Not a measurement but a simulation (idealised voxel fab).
Process module under the name voxel spacer lines
Pictured: cross-section cut, 230 nm wide, on a grid of 5 nm square cells.
Bands, listed from the top down, are how a cross-section gets written in this document; the cross-section itself is a grid of square cells, and a band is one or more rows of them. It is stipulated that each band's entry specify, in nanometres, the height of the top of the band and then that of its bottom, followed by the materials of the band in left-to-right sequence, each together with its width in nanometres. A single material marked by the word "throughout" is understood to fill the band from edge to edge; the word "empty" is understood to denote empty space. Where do heights start? At 0: under that level the wafer as delivered is made of one material only. And the lowest band has no floor; it just carries on downward, as in "0..down". A width given as "30..40" starts at the first number in the band's top row and ends at the second number in its bottom row, shifting by an equal amount at every step from row to row. "no alterations made" for a step: no cell of the cross-section changed in that step. If an empty space has no open way to the top and is at least 8 cells in size, "Unvented internal voids" lists it, written width x height at distance, where distance is measured from the left edge and every value is in nm. Formally, on a step line, whatever follows the settings is a remark that the simulator itself makes on the step. overlay nm: mask right of planned place by this much (step with mask). Neg. = left.

So here's the lineup of process steps we planned:
1,RECEIVE | material Si
2,CONFORMAL_DEP | material SiO2 | thk nm 5
3,DIRECTIONAL_DEP | material polySi | thk nm 10
4,DIRECTIONAL_DEP | material aC | thk nm 20
5,PATTERN | tone cover | mask id MANDREL | material resist | width nm 20 | pitch nm 70 | thk nm 25 | overlay nm 0
6,DIRECTIONAL_ETCH | etch materials aC | depth nm 20
7,STRIP | etch materials resist
8,CONFORMAL_DEP | material SiN | thk nm 15
9,DIRECTIONAL_ETCH | etch materials SiN | depth nm 15
10,STRIP | etch materials aC
11,DIRECTIONAL_ETCH | etch materials polySi | depth nm 10
12,STRIP | etch materials SiN
13,FILL_DEP | material lowk | thk nm 10
14,CMP | height nm 15

Shown in cross-section is the wafer as received, that is, as it stands after step 1:
	0..down  Si throughout
	Unvented internal voids: none

Cross-sectional result after module completion. Note: starting condition and plan are unchanged from above; one processing mistake was made:
	15..10  SiO2 throughout
	10..0  polySi throughout
	0..down  Si throughout
	Unvented internal voids: none
What was done differently from what was planned? swap of plan steps 2 and 3 during execution
